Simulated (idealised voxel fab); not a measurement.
Process module heading - voxel released beams
Xsec cut, 245 nm wide, square cell size 5 nm.
Heads up, the way a cross-section reads in here is a grid of square cells, handed over as bands from the top down, with every band being one or more rows of cells.
For a band, the entry starts with two heights in nm, that of the top and then that of the bottom, and carries on with the band's materials in order from left to right, each alongside its width in nm; the word "full width" beside a single material means it fills the band edge to edge, and "air" means empty space.
Counting heights begins at 0, where everything beneath is, in the wafer as received, one material. The lowest band has no bottom; it goes on downwards, as "0..down" shows.
Think of "30 to 40" as a width that walks from the first number to the second as you go down the band, top row to bottom row, taking equal-sized steps from row to row.
Where the words "all unchanged" appear for a step, the cross-section shows no cell changed by that step; every cell remained as before.
Entrapped voids: empty space of 8 cells or more with no open way to the top, each as width x height at its distance from the left edge, in nm
Whatever follows a step's settings on its line is a remark the simulator itself makes about that step.
The "overlay nm" setting may appear on a step's line; for a step that uses a mask, it gives how far to the right of its planned position the mask lay, and a negative value indicates the left.
**Intended process steps**
step 1: RECEIVE (material Si)
step 2: CONFORMAL_DEP (material SiN; thk nm 5)
step 3: DIRECTIONAL_DEP (material SiO2; thk nm 10)
step 4: DIRECTIONAL_DEP (material aC; thk nm 15)
step 5: PATTERN (tone open; mask id ANCHOR; material resist; width nm 35; thk nm 35; overlay nm 0)
step 6: DIRECTIONAL_ETCH (etch materials aC; depth nm 15)
step 7: STRIP (etch materials resist)
step 8: DIRECTIONAL_ETCH (etch materials SiO2; depth nm 10)
step 9: STRIP (etch materials aC)
step 10: CONFORMAL_DEP (material polySi; thk nm 15)
step 11: PATTERN (tone cover; mask id BEAM; material resist; width nm 110; thk nm 15; overlay nm 0)
step 12: DIRECTIONAL_ETCH (etch materials polySi; depth nm 15)
step 13: STRIP (etch materials resist)
step 14: STRIP (etch materials SiO2)
**Wafer, first of two, run as planned**
**Incoming wafer in cross-section (state: after step 1)**
0..down = Si full width
Entrapped voids: none
**The wafer in cross-section once step 2 is complete**
5..0 = SiN full width
Below 0, the layers are the same as they were.
**The wafer in cross-section once step 3 is complete**
15..5 = SiO2 full width
Below 5, the layers are the same as they were.
**The wafer in cross-section once step 4 is complete**
30..15 = aC full width
Below 15, the layers are the same as they were.
**The wafer in cross-section once step 5 is complete**
65..30 = resist 70 nm / air 35 nm / resist 140 nm
Below 30, the layers are the same as they were.
**The wafer in cross-section once step 6 is complete**
50..30 = resist 70 nm / air 35 nm / resist 140 nm
30..15 = aC 70 nm / air 35 nm / aC 140 nm
Below 15, the layers are the same as they were.
**The wafer in cross-section once step 7 is complete**
30..15 = aC 70 nm / air 35 nm / aC 140 nm
Below 15, the layers are the same as they were.
**The wafer in cross-section once step 8 is complete**
30..15 = aC 70 nm / air 35 nm / aC 140 nm
15..5 = SiO2 70 nm / air 35 nm / SiO2 140 nm
Below 5, the layers are the same as they were.
**The wafer in cross-section once step 9 is complete**
15..5 = SiO2 70 nm / air 35 nm / SiO2 140 nm
Below 5, the layers are the same as they were.
**The wafer in cross-section once step 10 is complete**
30..20 = polySi 85 nm / air 5 nm / polySi 155 nm
20..15 = polySi full width
15..5 = SiO2 70 nm / polySi 35 nm / SiO2 140 nm
Below 5, the layers are the same as they were.
**The wafer in cross-section once step 11 is complete**
45..30 = air 65 nm / resist 110 nm / air 70 nm
30..20 = polySi 85 nm / resist 5 nm / polySi 155 nm
Below 20, the layers are the same as they were.
**The wafer in cross-section once step 12 is complete**
45..30 = air 65 nm / resist 110 nm / air 70 nm
30..20 = air 65 nm / polySi 20 nm / resist 5 nm / polySi 85 nm / air 70 nm
20..15 = air 65 nm / polySi 110 nm / air 70 nm
Below 15, the layers are the same as they were.
**The wafer in cross-section once step 13 is complete**
30..20 = air 65 nm / polySi 20 nm / air 5 nm / polySi 85 nm / air 70 nm
Below 20, the layers are the same as they were.
**The wafer in cross-section once step 14 is complete**
30..20 = air 65 nm / polySi 20 nm / air 5 nm / polySi 85 nm / air 70 nm
20..15 = air 65 nm / polySi 110 nm / air 70 nm
15..5 = air 70 nm / polySi 35 nm / air 140 nm
Below 5, the layers are the same as they were.
**The Second Wafer: Common Origin and Plan, One Mistake in Execution, Identical to the First Through Step 2**
**Cross-sectional view of the second wafer at the intended end time of process step 3**
15..0 = SiN full width
Below 0, the layers are the same as they were.
**Cross-sectional view of the second wafer at the intended end time of process step 4**
30..15 = aC full width
Below 15, the layers are the same as they were.
**Cross-sectional view of the second wafer at the intended end time of process step 5**
65..30 = resist 70 nm / air 35 nm / resist 140 nm
Below 30, the layers are the same as they were.
**Cross-sectional view of the second wafer at the intended end time of process step 6**
50..30 = resist 70 nm / air 35 nm / resist 140 nm
30..15 = aC 70 nm / air 35 nm / aC 140 nm
Below 15, the layers are the same as they were.
**Cross-sectional view of the second wafer at the intended end time of process step 7**
30..15 = aC 70 nm / air 35 nm / aC 140 nm
Below 15, the layers are the same as they were.
Cross-sectional view of the second wafer at the intended end time of process step 8: all unchanged
**Cross-sectional view of the second wafer at the intended end time of process step 9**
15..0 = SiN full width
Below 0, the layers are the same as they were.
**Cross-sectional view of the second wafer at the intended end time of process step 10**
30..15 = polySi full width
Below 15, the layers are the same as they were.
**Cross-sectional view of the second wafer at the intended end time of process step 11**
45..30 = air 65 nm / resist 110 nm / air 70 nm
Below 30, the layers are the same as they were.
**Cross-sectional view of the second wafer at the intended end time of process step 12**
45..30 = air 65 nm / resist 110 nm / air 70 nm
30..15 = air 65 nm / polySi 110 nm / air 70 nm
Below 15, the layers are the same as they were.
**Cross-sectional view of the second wafer at the intended end time of process step 13**
30..15 = air 65 nm / polySi 110 nm / air 70 nm
Below 15, the layers are the same as they were.
Cross-sectional view of the second wafer at the intended end time of process step 14: all unchanged
Against the plan, the run slipped here: not per plan at step 3, really ran DIRECTIONAL_DEP (material SiN; thk nm 10)
Heads up, by the end the second wafer has more or fewer cells of some materials compared to the first: SiN: 98 more, polySi: 12 fewer
